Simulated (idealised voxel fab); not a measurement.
This is a process module. Its name is voxel transistor to metal.
In the cross-section labelled cut, the width is 285 nm and each square cell is 5 nm.
Heads up, the way a cross-section reads in here is a grid of square cells, handed over as bands from the top down, with every band being one or more rows of cells. Basically the band line says how high the top is and how high the bottom is, in nm, and then what's in it from left to right, every material with its width in nm. Empty space shows up as "empty", and if a single material carries "all across" it runs the full band edge to edge. The reference from which all heights are counted is 0, the level beneath which the as-received wafer is entirely one material; the lowest band, having no lower bound, proceeds downward and is written after the example "0..down". The notation "30->40" denotes a width that varies across the rows of cells in the band, beginning at the first number in the top row, finishing at the second number in the bottom row, and changing by an identical amount from each row to the next. No cell of the cross-section changed in a step that is given as "no change". Closed-off voids of 8+ cells (no open route to the top) go in "Enclosed internal cavities", written width x height at distance from the left edge, in nm. The remark found on a step's line after its settings is issued by the simulator itself and pertains to that step. overlay nm: right-of-plan distance of the mask on a masked step; negative values mean left-of-plan. So the way this works: pairs, before and after one process step. The after picture only goes down to the lowest band that actually changed, nothing below. Step and its settings are under each pair. And watch out, pairs might come from different runs of this module, same starting wafer though, so a pair only follows on from the one above if its "Prior to step" entry tells you so.
PRIOR TO STEP
* 120..100: lowk (25), then empty (15), then lowk (120), then empty (15), then lowk (110)
* 100..85: lowk all across
* 85..80: SiCN all across
* 80..60: SiO2 (25), then TiN (5), then Cu (5), then TiN (5), then SiO2 (65), then TiN (5), then Cu (5), then TiN (5), then SiO2 (40), then TiN (5), then Cu (5), then TiN (5), then SiO2 (65), then TiN (5), then Cu (5), then TiN (5), then SiO2 (30)
* 60..55: SiCN (25), then TiN (15), then SiCN (65), then TiN (15), then SiCN (40), then TiN (15), then SiCN (65), then TiN (15), then SiCN (30)
* 55..45: SiO2 (25), then SiN (5), then W (5), then SiN (5), then SiO2 (65), then SiN (5), then W (5), then SiN (5), then SiO2 (40), then SiN (5), then W (5), then SiN (5), then SiO2 (65), then SiN (5), then W (5), then SiN (5), then SiO2 (30)
* 45..30: SiO2 (25), then SiN (5), then W (5), then SiN (5), then SiO2 (10), then SiN (5), then SiO2 (5), then SiCN (25), then SiO2 (5), then SiN (5), then SiO2 (10), then SiN (5), then W (5), then SiN (5), then SiO2 (40), then SiN (5), then W (5), then SiN (5), then SiO2 (10), then SiN (5), then SiO2 (5), then SiCN (25), then SiO2 (5), then SiN (5), then SiO2 (10), then SiN (5), then W (5), then SiN (5), then SiO2 (30)
* 30..15: SiO2 (25), then SiN (5), then W (5), then SiN (5), then SiO2 (10), then SiN (5), then SiO2 (5), then polySi (25), then SiO2 (5), then SiN (5), then SiO2 (10), then SiN (5), then W (5), then SiN (5), then SiO2 (40), then SiN (5), then W (5), then SiN (5), then SiO2 (10), then SiN (5), then SiO2 (5), then polySi (25), then SiO2 (5), then SiN (5), then SiO2 (10), then SiN (5), then W (5), then SiN (5), then SiO2 (30)
* 15..10: SiO2 (25), then SiN (15), then SiO2 (10), then SiN (5), then SiO2 (5), then polySi (25), then SiO2 (5), then SiN (5), then SiO2 (10), then SiN (15), then SiO2 (40), then SiN (15), then SiO2 (10), then SiN (5), then SiO2 (5), then polySi (25), then SiO2 (5), then SiN (5), then SiO2 (10), then SiN (15), then SiO2 (30)
* 10..0: SiO2 (25), then SiN (10), then pSi (15), then SiN (5), then SiO2 (5), then polySi (25), then SiO2 (5), then SiN (5), then pSi (15), then SiN (10), then SiO2 (40), then SiN (10), then pSi (15), then SiN (5), then SiO2 (5), then polySi (25), then SiO2 (5), then SiN (5), then pSi (15), then SiN (10), then SiO2 (30)
* 0..-5: SiO2 (10), then pSi (40), then SiO2 (45), then pSi (40), then SiO2 (10), then pSi (40), then SiO2 (45), then pSi (40), then SiO2 (15)
* -5..-15: SiO2 (15), then pSi (35), then Si (45), then pSi (35), then SiO2 (20), then pSi (35), then Si (45), then pSi (35), then SiO2 (20)
* -15..-20: SiO2 (15), then Si (115), then SiO2 (20), then Si (115), then SiO2 (20)
* -20..down: Si all across
* Enclosed internal cavities: none
POST-STEP APPEARANCE
* 120..85: lowk (25), then empty (15), then lowk (120), then empty (15), then lowk (110)
* Everything below 85 is unchanged.
* Enclosed internal cavities: none
Step applied between the pre-step and post-step cross-sections shown above: MASKED_ETCH [tone open] [mask id METAL_2_HOLES] [width nm 15] [pitch nm 135] [etch materials lowk] [depth nm 15] [overlay nm 0]
Prior to step: For the state before this step, see the after cross-section of the pair located directly above.
POST-STEP APPEARANCE
* 120..85: lowk (25), then empty (15), then lowk (120), then empty (15), then lowk (110)
* 85..80: SiCN (25), then empty (15), then SiCN (120), then empty (15), then SiCN (110)
* Everything below 80 is unchanged.
* Enclosed internal cavities: none
Step applied between the pre-step and post-step cross-sections shown above: MASKED_ETCH [tone open] [mask id METAL_2_HOLES] [width nm 15] [pitch nm 135] [etch materials SiCN] [depth nm 5] [overlay nm 0]
Prior to step: For the state before this step, see the after cross-section of the pair located directly above.
POST-STEP APPEARANCE
* 125..120: TiN (30), then empty (5), then TiN (130), then empty (5), then TiN (115)
* 120..85: lowk (25), then TiN (5), then empty (5), then TiN (5), then lowk (120), then TiN (5), then empty (5), then TiN (5), then lowk (110)
* 85..80: SiCN (25), then TiN (15), then SiCN (120), then TiN (15), then SiCN (110)
* Everything below 80 is unchanged.
* Enclosed internal cavities: none
Step applied between the pre-step and post-step cross-sections shown above: CONFORMAL_DEP [material TiN] [thk nm 5]
Prior to step: For the state before this step, see the after cross-section of the pair located directly above.
POST-STEP APPEARANCE
* 130..125: Ru all across
* 125..120: TiN (30), then Ru (5), then TiN (130), then Ru (5), then TiN (115)
* 120..85: lowk (25), then TiN (5), then Ru (5), then TiN (5), then lowk (120), then TiN (5), then Ru (5), then TiN (5), then lowk (110)
* Everything below 85 is unchanged.
* Enclosed internal cavities: none
Step applied between the pre-step and post-step cross-sections shown above: FILL_DEP [material Ru] [thk nm 5]
Prior to step: For the state before this step, see the after cross-section of the pair located directly above.
POST-STEP APPEARANCE
* 120..85: lowk (25), then TiN (5), then Ru (5), then TiN (5), then lowk (120), then TiN (5), then Ru (5), then TiN (5), then lowk (110)
* Everything below 85 is unchanged.
* Enclosed internal cavities: none
Step applied between the pre-step and post-step cross-sections shown above: CMP [height nm 120]
Prior to step: For the state before this step, see the after cross-section of the pair located directly above.
POST-STEP APPEARANCE
* 125..120: SiN all across
* Everything below 120 is unchanged.
* Enclosed internal cavities: none
Step applied between the pre-step and post-step cross-sections shown above: CONFORMAL_DEP [material SiN] [thk nm 5]
PRIOR TO STEP
* 45..30: SiCN all across
* 30..0: polySi all across
* 0..-5: SiO2 all across
* -5..-20: SiO2 (15), then Si (115), then SiO2 (20), then Si (115), then SiO2 (20)
* -20..down: Si all across
* Enclosed internal cavities: none
POST-STEP APPEARANCE
* 65..45: resist (60), then empty (25), then resist (110), then empty (25), then resist (65)
* Everything below 45 is unchanged.
* Enclosed internal cavities: none
Step applied between the pre-step and post-step cross-sections shown above: PATTERN [tone open] [mask id GATE] [material resist] [width nm 25] [pitch nm 135] [thk nm 20] [overlay nm 0]
Prior to step: For the state before this step, see the after cross-section of the pair located directly above.
POST-STEP APPEARANCE
* 65..45: resist (60), then empty (25), then resist (110), then empty (25), then resist (65)
* 45..30: SiCN (60), then empty (25), then SiCN (110), then empty (25), then SiCN (65)
* Everything below 30 is unchanged.
* Enclosed internal cavities: none
Step applied between the pre-step and post-step cross-sections shown above: DIRECTIONAL_ETCH [etch materials SiCN] [depth nm 25]
Prior to step: For the state before this step, see the after cross-section of the pair located directly above.
POST-STEP APPEARANCE
* 65..45: resist (60), then empty (25), then resist (110), then empty (25), then resist (65)
* 45..30: SiCN (60), then empty (25), then SiCN (110), then empty (25), then SiCN (65)
* 30..0: polySi (60), then empty (25), then polySi (110), then empty (25), then polySi (65)
* Everything below 0 is unchanged.
* Enclosed internal cavities: none
Step applied between the pre-step and post-step cross-sections shown above: DIRECTIONAL_ETCH [etch materials polySi] [depth nm 40]
Prior to step: For the state before this step, see the after cross-section of the pair located directly above.
POST-STEP APPEARANCE
* 45..30: SiCN (60), then empty (25), then SiCN (110), then empty (25), then SiCN (65)
* Everything below 30 is unchanged.
* Enclosed internal cavities: none
Step applied between the pre-step and post-step cross-sections shown above: STRIP [etch materials resist]
Prior to step: For the state before this step, see the after cross-section of the pair located directly above.
POST-STEP APPEARANCE
* 50..45: SiO2 (65), then empty (15), then SiO2 (120), then empty (15), then SiO2 (70)
* 45..30: SiCN (60), then SiO2 (5), then empty (15), then SiO2 (5), then SiCN (110), then SiO2 (5), then empty (15), then SiO2 (5), then SiCN (65)
* 30..5: polySi (60), then SiO2 (5), then empty (15), then SiO2 (5), then polySi (110), then SiO2 (5), then empty (15), then SiO2 (5), then polySi (65)
* 5..0: polySi (60), then SiO2 (25), then polySi (110), then SiO2 (25), then polySi (65)
* Everything below 0 is unchanged.
* Enclosed internal cavities: none
Step applied between the pre-step and post-step cross-sections shown above: CONFORMAL_DEP [material SiO2] [thk nm 5]
Prior to step: For the state before this step, see the after cross-section of the pair located directly above.
POST-STEP APPEARANCE
* 45..30: SiCN (60), then SiO2 (5), then empty (15), then SiO2 (5), then SiCN (110), then SiO2 (5), then empty (15), then SiO2 (5), then SiCN (65)
* 30..0: polySi (60), then SiO2 (5), then empty (15), then SiO2 (5), then polySi (110), then SiO2 (5), then empty (15), then SiO2 (5), then polySi (65)
* Everything below 0 is unchanged.
* Enclosed internal cavities: none
Step applied between the pre-step and post-step cross-sections shown above: DIRECTIONAL_ETCH [etch materials SiO2] [depth nm 5]
Prior to step: For the state before this step, see the after cross-section of the pair located directly above.
POST-STEP APPEARANCE
* 50..45: SiN (70), then empty (5), then SiN (130), then empty (5), then SiN (75)
* 45..30: SiCN (60), then SiO2 (5), then SiN (5), then empty (5), then SiN (5), then SiO2 (5), then SiCN (110), then SiO2 (5), then SiN (5), then empty (5), then SiN (5), then SiO2 (5), then SiCN (65)
* 30..5: polySi (60), then SiO2 (5), then SiN (5), then empty (5), then SiN (5), then SiO2 (5), then polySi (110), then SiO2 (5), then SiN (5), then empty (5), then SiN (5), then SiO2 (5), then polySi (65)
* 5..0: polySi (60), then SiO2 (5), then SiN (15), then SiO2 (5), then polySi (110), then SiO2 (5), then SiN (15), then SiO2 (5), then polySi (65)
* Everything below 0 is unchanged.
* Enclosed internal cavities: none
Step applied between the pre-step and post-step cross-sections shown above: CONFORMAL_DEP [material SiN] [thk nm 5]
Prior to step: For the state before this step, see the after cross-section of the pair located directly above.
POST-STEP APPEARANCE
* 45..30: SiCN (60), then SiO2 (5), then SiN (5), then empty (5), then SiN (5), then SiO2 (5), then SiCN (110), then SiO2 (5), then SiN (5), then empty (5), then SiN (5), then SiO2 (5), then SiCN (65)
* 30..0: polySi (60), then SiO2 (5), then SiN (5), then empty (5), then SiN (5), then SiO2 (5), then polySi (110), then SiO2 (5), then SiN (5), then empty (5), then SiN (5), then SiO2 (5), then polySi (65)
* Everything below 0 is unchanged.
* Enclosed internal cavities: none
Step applied between the pre-step and post-step cross-sections shown above: DIRECTIONAL_ETCH [etch materials SiN] [depth nm 5]
Prior to step: For the state before this step, see the after cross-section of the pair located directly above.
POST-STEP APPEARANCE
* 45..40: SiCN (60), then empty (5), then SiN (5), then empty (5), then SiN (5), then empty (5), then SiCN (110), then empty (5), then SiN (5), then empty (5), then SiN (5), then empty (5), then SiCN (65)
* 40..30: SiCN (60), then SiO2 (5), then SiN (5), then empty (5), then SiN (5), then SiO2 (5), then SiCN (110), then SiO2 (5), then SiN (5), then empty (5), then SiN (5), then SiO2 (5), then SiCN (65)
* 30..0: polySi (60), then SiO2 (5), then SiN (5), then empty (5), then SiN (5), then SiO2 (5), then polySi (110), then SiO2 (5), then SiN (5), then empty (5), then SiN (5), then SiO2 (5), then polySi (65)
* 0..-5: SiO2 (70), then empty (5), then SiO2 (130), then empty (5), then SiO2 (75)
* Everything below -5 is unchanged.
* Enclosed internal cavities: none
Step applied between the pre-step and post-step cross-sections shown above: DIRECTIONAL_ETCH [etch materials SiO2] [depth nm 5]
Prior to step: For the state before this step, see the after cross-section of the pair located directly above.
POST-STEP APPEARANCE
* 45..40: SiCN (60), then empty (5), then SiN (5), then empty (5), then SiN (5), then empty (5), then SiCN (110), then empty (5), then SiN (5), then empty (5), then SiN (5), then empty (5), then SiCN (65)
* 40..30: SiCN (60), then SiO2 (5), then SiN (5), then empty (5), then SiN (5), then SiO2 (5), then SiCN (110), then SiO2 (5), then SiN (5), then empty (5), then SiN (5), then SiO2 (5), then SiCN (65)
* 30..0: polySi (60), then SiO2 (5), then SiN (5), then empty (5), then SiN (5), then SiO2 (5), then polySi (110), then SiO2 (5), then SiN (5), then empty (5), then SiN (5), then SiO2 (5), then polySi (65)
* 0..-5: SiO2 (70), then empty (5), then SiO2 (130), then empty (5), then SiO2 (75)
* -5..-15: SiO2 (15), then Si (55), then empty (5), then Si (55), then SiO2 (20), then Si (55), then empty (5), then Si (55), then SiO2 (20)
* Everything below -15 is unchanged.
* Enclosed internal cavities: none
Step applied between the pre-step and post-step cross-sections shown above: DIRECTIONAL_ETCH [etch materials Si] [depth nm 10]
Prior to step: For the state before this step, see the after cross-section of the pair located directly above.
POST-STEP APPEARANCE
* 45..40: SiCN (60), then empty (5), then SiN (5), then empty (5), then SiN (5), then empty (5), then SiCN (110), then empty (5), then SiN (5), then empty (5), then SiN (5), then empty (5), then SiCN (65)
* 40..30: SiCN (60), then SiO2 (5), then SiN (5), then empty (5), then SiN (5), then SiO2 (5), then SiCN (110), then SiO2 (5), then SiN (5), then empty (5), then SiN (5), then SiO2 (5), then SiCN (65)
* 30..10: polySi (60), then SiO2 (5), then SiN (5), then empty (5), then SiN (5), then SiO2 (5), then polySi (110), then SiO2 (5), then SiN (5), then empty (5), then SiN (5), then SiO2 (5), then polySi (65)
* 10..0: polySi (60), then SiO2 (5), then SiN (5), then pSi (5), then SiN (5), then SiO2 (5), then polySi (110), then SiO2 (5), then SiN (5), then pSi (5), then SiN (5), then SiO2 (5), then polySi (65)
* 0..-5: SiO2 (70), then pSi (5), then SiO2 (130), then pSi (5), then SiO2 (75)
* -5..-15: SiO2 (15), then Si (55), then pSi (5), then Si (55), then SiO2 (20), then Si (55), then pSi (5), then Si (55), then SiO2 (20)
* Everything below -15 is unchanged.
* Enclosed internal cavities: none
Step applied between the pre-step and post-step cross-sections shown above: EPI [material pSi] [thk nm 15]
Prior to step: For the state before this step, see the after cross-section of the pair located directly above.
POST-STEP APPEARANCE
* 50..45: SiO2 all across
* 45..30: SiCN (60), then SiO2 (5), then SiN (5), then SiO2 (5), then SiN (5), then SiO2 (5), then SiCN (110), then SiO2 (5), then SiN (5), then SiO2 (5), then SiN (5), then SiO2 (5), then SiCN (65)
* 30..10: polySi (60), then SiO2 (5), then SiN (5), then SiO2 (5), then SiN (5), then SiO2 (5), then polySi (110), then SiO2 (5), then SiN (5), then SiO2 (5), then SiN (5), then SiO2 (5), then polySi (65)
* Everything below 10 is unchanged.
* Enclosed internal cavities: none
Step applied between the pre-step and post-step cross-sections shown above: FILL_DEP [material SiO2] [thk nm 5]
Prior to step: For the state before this step, see the after cross-section of the pair located directly above.
POST-STEP APPEARANCE
* 45..30: SiCN (60), then SiO2 (5), then SiN (5), then SiO2 (5), then SiN (5), then SiO2 (5), then SiCN (110), then SiO2 (5), then SiN (5), then SiO2 (5), then SiN (5), then SiO2 (5), then SiCN (65)
* Everything below 30 is unchanged.
* Enclosed internal cavities: none
Step applied between the pre-step and post-step cross-sections shown above: CMP [height nm 45]
Prior to step: For the state before this step, see the after cross-section of the pair located directly above.
POST-STEP APPEARANCE
* 55..45: SiO2 all across
* Everything below 45 is unchanged.
* Enclosed internal cavities: none
Step applied between the pre-step and post-step cross-sections shown above: DIRECTIONAL_DEP [material SiO2] [thk nm 10]
Prior to step: For the state before this step, see the after cross-section of the pair located directly above.
POST-STEP APPEARANCE
* 70..55: resist (25), then empty (15), then resist (65), then empty (15), then resist (40), then empty (15), then resist (65), then empty (15), then resist (30)
* Everything below 55 is unchanged.
* Enclosed internal cavities: none
Step applied between the pre-step and post-step cross-sections shown above: PATTERN [tone open] [mask id CONTACT] [material resist] [width nm 15] [thk nm 15] [overlay nm 0]
Prior to step: For the state before this step, see the after cross-section of the pair located directly above.
POST-STEP APPEARANCE
* 70..55: resist (25), then empty (15), then resist (65), then empty (15), then resist (40), then empty (15), then resist (65), then empty (15), then resist (30)
* 55..45: SiO2 (25), then empty (15), then SiO2 (65), then empty (15), then SiO2 (40), then empty (15), then SiO2 (65), then empty (15), then SiO2 (30)
* Everything below 45 is unchanged.
* Enclosed internal cavities: none
Step applied between the pre-step and post-step cross-sections shown above: DIRECTIONAL_ETCH [etch materials SiO2] [depth nm 55]
Prior to step: For the state before this step, see the after cross-section of the pair located directly above.
POST-STEP APPEARANCE
* 55..45: SiO2 (25), then empty (15), then SiO2 (65), then empty (15), then SiO2 (40), then empty (15), then SiO2 (65), then empty (15), then SiO2 (30)
* Everything below 45 is unchanged.
* Enclosed internal cavities: none
Step applied between the pre-step and post-step cross-sections shown above: STRIP [etch materials resist]
Prior to step: For the state before this step, see the after cross-section of the pair located directly above.
POST-STEP APPEARANCE
* 60..55: TiN (30), then empty (5), then TiN (75), then empty (5), then TiN (50), then empty (5), then TiN (75), then empty (5), then TiN (35)
* 55..50: SiO2 (25), then TiN (5), then empty (5), then TiN (5), then SiO2 (65), then TiN (5), then empty (5), then TiN (5), then SiO2 (40), then TiN (5), then empty (5), then TiN (5), then SiO2 (65), then TiN (5), then empty (5), then TiN (5), then SiO2 (30)
* 50..45: SiO2 (25), then TiN (15), then SiO2 (65), then TiN (15), then SiO2 (40), then TiN (15), then SiO2 (65), then TiN (15), then SiO2 (30)
* Everything below 45 is unchanged.
* Enclosed internal cavities: none
Step applied between the pre-step and post-step cross-sections shown above: CONFORMAL_DEP [material TiN] [thk nm 5]
Prior to step: For the state before this step, see the after cross-section of the pair located directly above.
POST-STEP APPEARANCE
* 70..60: W all across
* 60..55: TiN (30), then W (5), then TiN (75), then W (5), then TiN (50), then W (5), then TiN (75), then W (5), then TiN (35)
* 55..50: SiO2 (25), then TiN (5), then W (5), then TiN (5), then SiO2 (65), then TiN (5), then W (5), then TiN (5), then SiO2 (40), then TiN (5), then W (5), then TiN (5), then SiO2 (65), then TiN (5), then W (5), then TiN (5), then SiO2 (30)
* Everything below 50 is unchanged.
* Enclosed internal cavities: none
Step applied between the pre-step and post-step cross-sections shown above: FILL_DEP [material W] [thk nm 10]
Prior to step: For the state before this step, see the after cross-section of the pair located directly above.
POST-STEP APPEARANCE
* 55..50: SiO2 (25), then TiN (5), then W (5), then TiN (5), then SiO2 (65), then TiN (5), then W (5), then TiN (5), then SiO2 (40), then TiN (5), then W (5), then TiN (5), then SiO2 (65), then TiN (5), then W (5), then TiN (5), then SiO2 (30)
* Everything below 50 is unchanged.
* Enclosed internal cavities: none
Step applied between the pre-step and post-step cross-sections shown above: CMP [height nm 55]
Prior to step: For the state before this step, see the after cross-section of the pair located directly above.
POST-STEP APPEARANCE
* 60..55: SiCN all across
* Everything below 55 is unchanged.
* Enclosed internal cavities: none
Step applied between the pre-step and post-step cross-sections shown above: CONFORMAL_DEP [material SiCN] [thk nm 5]
Prior to step: For the state before this step, see the after cross-section of the pair located directly above.
POST-STEP APPEARANCE
* 80..60: SiO2 all across
* Everything below 60 is unchanged.
* Enclosed internal cavities: none
Step applied between the pre-step and post-step cross-sections shown above: DIRECTIONAL_DEP [material SiO2] [thk nm 20]
Prior to step: For the state before this step, see the after cross-section of the pair located directly above.
POST-STEP APPEARANCE
* 90..80: aC all across
* Everything below 80 is unchanged.
* Enclosed internal cavities: none
Step applied between the pre-step and post-step cross-sections shown above: DIRECTIONAL_DEP [material aC] [thk nm 10]
Prior to step: For the state before this step, see the after cross-section of the pair located directly above.
POST-STEP APPEARANCE
* 120..90: resist (25), then empty (15), then resist (65), then empty (15), then resist (40), then empty (15), then resist (65), then empty (15), then resist (30)
* Everything below 90 is unchanged.
* Enclosed internal cavities: none
Step applied between the pre-step and post-step cross-sections shown above: PATTERN [tone open] [mask id METAL_1] [material resist] [width nm 15] [thk nm 30] [overlay nm 0]
Prior to step: For the state before this step, see the after cross-section of the pair located directly above.
POST-STEP APPEARANCE
* 110..90: resist (25), then empty (15), then resist (65), then empty (15), then resist (40), then empty (15), then resist (65), then empty (15), then resist (30)
* 90..80: aC (25), then empty (15), then aC (65), then empty (15), then aC (40), then empty (15), then aC (65), then empty (15), then aC (30)
* Everything below 80 is unchanged.
* Enclosed internal cavities: none
Step applied between the pre-step and post-step cross-sections shown above: DIRECTIONAL_ETCH [etch materials aC] [depth nm 10]
Prior to step: For the state before this step, see the after cross-section of the pair located directly above.
POST-STEP APPEARANCE
* 90..80: aC (25), then empty (15), then aC (65), then empty (15), then aC (40), then empty (15), then aC (65), then empty (15), then aC (30)
* Everything below 80 is unchanged.
* Enclosed internal cavities: none
Step applied between the pre-step and post-step cross-sections shown above: STRIP [etch materials resist]
Prior to step: For the state before this step, see the after cross-section of the pair located directly above.
POST-STEP APPEARANCE
* 90..80: aC (25), then empty (15), then aC (65), then empty (15), then aC (40), then empty (15), then aC (65), then empty (15), then aC (30)
* 80..60: SiO2 (25), then empty (15), then SiO2 (65), then empty (15), then SiO2 (40), then empty (15), then SiO2 (65), then empty (15), then SiO2 (30)
* Everything below 60 is unchanged.
* Enclosed internal cavities: none
Step applied between the pre-step and post-step cross-sections shown above: DIRECTIONAL_ETCH [etch materials SiO2] [depth nm 20]
Prior to step: For the state before this step, see the after cross-section of the pair located directly above.
POST-STEP APPEARANCE
* 90..80: aC (25), then empty (15), then aC (65), then empty (15), then aC (40), then empty (15), then aC (65), then empty (15), then aC (30)
* 80..60: SiO2 (25), then empty (15), then SiO2 (65), then empty (15), then SiO2 (40), then empty (15), then SiO2 (65), then empty (15), then SiO2 (30)
* 60..55: SiCN (25), then empty (15), then SiCN (65), then empty (15), then SiCN (40), then empty (15), then SiCN (65), then empty (15), then SiCN (30)
* Everything below 55 is unchanged.
* Enclosed internal cavities: none
Step applied between the pre-step and post-step cross-sections shown above: DIRECTIONAL_ETCH [etch materials SiCN] [depth nm 5]
Prior to step: For the state before this step, see the after cross-section of the pair located directly above.
POST-STEP APPEARANCE
* 80..60: SiO2 (25), then empty (15), then SiO2 (65), then empty (15), then SiO2 (40), then empty (15), then SiO2 (65), then empty (15), then SiO2 (30)
* Everything below 60 is unchanged.
* Enclosed internal cavities: none
Step applied between the pre-step and post-step cross-sections shown above: STRIP [etch materials aC]
Prior to step: For the state before this step, see the after cross-section of the pair located directly above.
POST-STEP APPEARANCE
* 85..80: TiN (30), then empty (5), then TiN (75), then empty (5), then TiN (50), then empty (5), then TiN (75), then empty (5), then TiN (35)
* 80..60: SiO2 (25), then TiN (5), then empty (5), then TiN (5), then SiO2 (65), then TiN (5), then empty (5), then TiN (5), then SiO2 (40), then TiN (5), then empty (5), then TiN (5), then SiO2 (65), then TiN (5), then empty (5), then TiN (5), then SiO2 (30)
* 60..55: SiCN (25), then TiN (15), then SiCN (65), then TiN (15), then SiCN (40), then TiN (15), then SiCN (65), then TiN (15), then SiCN (30)
* Everything below 55 is unchanged.
* Enclosed internal cavities: none
Step applied between the pre-step and post-step cross-sections shown above: CONFORMAL_DEP [material TiN] [thk nm 5]
Prior to step: For the state before this step, see the after cross-section of the pair located directly above.
POST-STEP APPEARANCE
* 90..85: Cu all across
* 85..80: TiN (30), then Cu (5), then TiN (75), then Cu (5), then TiN (50), then Cu (5), then TiN (75), then Cu (5), then TiN (35)
* 80..60: SiO2 (25), then TiN (5), then Cu (5), then TiN (5), then SiO2 (65), then TiN (5), then Cu (5), then TiN (5), then SiO2 (40), then TiN (5), then Cu (5), then TiN (5), then SiO2 (65), then TiN (5), then Cu (5), then TiN (5), then SiO2 (30)
* Everything below 60 is unchanged.
* Enclosed internal cavities: none
Step applied between the pre-step and post-step cross-sections shown above: FILL_DEP [material Cu] [thk nm 5]
Prior to step: For the state before this step, see the after cross-section of the pair located directly above.
POST-STEP APPEARANCE
* 80..60: SiO2 (25), then TiN (5), then Cu (5), then TiN (5), then SiO2 (65), then TiN (5), then Cu (5), then TiN (5), then SiO2 (40), then TiN (5), then Cu (5), then TiN (5), then SiO2 (65), then TiN (5), then Cu (5), then TiN (5), then SiO2 (30)
* Everything below 60 is unchanged.
* Enclosed internal cavities: none
Step applied between the pre-step and post-step cross-sections shown above: CMP [height nm 80]
Prior to step: For the state before this step, see the after cross-section of the pair located directly above.
POST-STEP APPEARANCE
* 85..80: SiCN all across
* Everything below 80 is unchanged.
* Enclosed internal cavities: none
Step applied between the pre-step and post-step cross-sections shown above: CONFORMAL_DEP [material SiCN] [thk nm 5]
Prior to step: For the state before this step, see the after cross-section of the pair located directly above.
POST-STEP APPEARANCE
* 120..85: lowk all across
* Everything below 85 is unchanged.
* Enclosed internal cavities: none
Step applied between the pre-step and post-step cross-sections shown above: DIRECTIONAL_DEP [material lowk] [thk nm 35]
Prior to step: For the state before this step, see the after cross-section of the pair located directly above.
POST-STEP APPEARANCE
* 135..120: resist (25), then empty (15), then resist (120), then empty (15), then resist (110)
* Everything below 120 is unchanged.
* Enclosed internal cavities: none
Step applied between the pre-step and post-step cross-sections shown above: PATTERN [tone open] [mask id METAL_2] [material resist] [width nm 15] [pitch nm 135] [thk nm 15] [overlay nm 0]
Prior to step: For the state before this step, see the after cross-section of the pair located directly above.
POST-STEP APPEARANCE
* 135..120: resist (25), then empty (15), then resist (120), then empty (15), then resist (110)
* 120..100: lowk (25), then empty (15), then lowk (120), then empty (15), then lowk (110)
* Everything below 100 is unchanged.
* Enclosed internal cavities: none
Step applied between the pre-step and post-step cross-sections shown above: DIRECTIONAL_ETCH [etch materials lowk] [depth nm 20]
Prior to step: For the state before this step, see the after cross-section of the pair located directly above.
POST-STEP APPEARANCE
* 120..100: lowk (25), then empty (15), then lowk (120), then empty (15), then lowk (110)
* Everything below 100 is unchanged.
* Enclosed internal cavities: none
Step applied between the pre-step and post-step cross-sections shown above: STRIP [etch materials resist]
Prior to step: For the state before this step, see the after cross-section of the pair located directly above.
POST-STEP APPEARANCE
* 120..85: lowk (25), then empty (15), then lowk (120), then empty (15), then lowk (110)
* Everything below 85 is unchanged.
* Enclosed internal cavities: none
Step applied between the pre-step and post-step cross-sections shown above: MASKED_ETCH [tone open] [mask id METAL_2_HOLES] [width nm 15] [pitch nm 135] [etch materials lowk] [depth nm 15] [overlay nm 0]
Prior to step: For the state before this step, see the after cross-section of the pair located directly above.
POST-STEP APPEARANCE
* 120..85: lowk (25), then empty (15), then lowk (120), then empty (15), then lowk (110)
* 85..80: SiCN (25), then empty (15), then SiCN (120), then empty (15), then SiCN (110)
* Everything below 80 is unchanged.
* Enclosed internal cavities: none
Step applied between the pre-step and post-step cross-sections shown above: MASKED_ETCH [tone open] [mask id METAL_2_HOLES] [width nm 15] [pitch nm 135] [etch materials SiCN] [depth nm 5] [overlay nm 0]
Prior to step: For the state before this step, see the after cross-section of the pair located directly above.
POST-STEP APPEARANCE
* 125..120: TiN (30), then empty (5), then TiN (130), then empty (5), then TiN (115)
* 120..85: lowk (25), then TiN (5), then empty (5), then TiN (5), then lowk (120), then TiN (5), then empty (5), then TiN (5), then lowk (110)
* 85..80: SiCN (25), then TiN (15), then SiCN (120), then TiN (15), then SiCN (110)
* Everything below 80 is unchanged.
* Enclosed internal cavities: none
Step applied between the pre-step and post-step cross-sections shown above: CONFORMAL_DEP [material TiN] [thk nm 5]
Prior to step: For the state before this step, see the after cross-section of the pair located directly above.
POST-STEP APPEARANCE
* 130..125: Ru all across
* 125..120: TiN (30), then Ru (5), then TiN (130), then Ru (5), then TiN (115)
* 120..85: lowk (25), then TiN (5), then Ru (5), then TiN (5), then lowk (120), then TiN (5), then Ru (5), then TiN (5), then lowk (110)
* Everything below 85 is unchanged.
* Enclosed internal cavities: none
Step applied between the pre-step and post-step cross-sections shown above: FILL_DEP [material Ru] [thk nm 5]
Prior to step: For the state before this step, see the after cross-section of the pair located directly above.
POST-STEP APPEARANCE
* 120..85: lowk (25), then TiN (5), then Ru (5), then TiN (5), then lowk (120), then TiN (5), then Ru (5), then TiN (5), then lowk (110)
* Everything below 85 is unchanged.
* Enclosed internal cavities: none
Step applied between the pre-step and post-step cross-sections shown above: CMP [height nm 120]
Prior to step: For the state before this step, see the after cross-section of the pair located directly above.
POST-STEP APPEARANCE
* 125..120: SiN all across
* Everything below 120 is unchanged.
* Enclosed internal cavities: none
Step applied between the pre-step and post-step cross-sections shown above: CONFORMAL_DEP [material SiN] [thk nm 5]
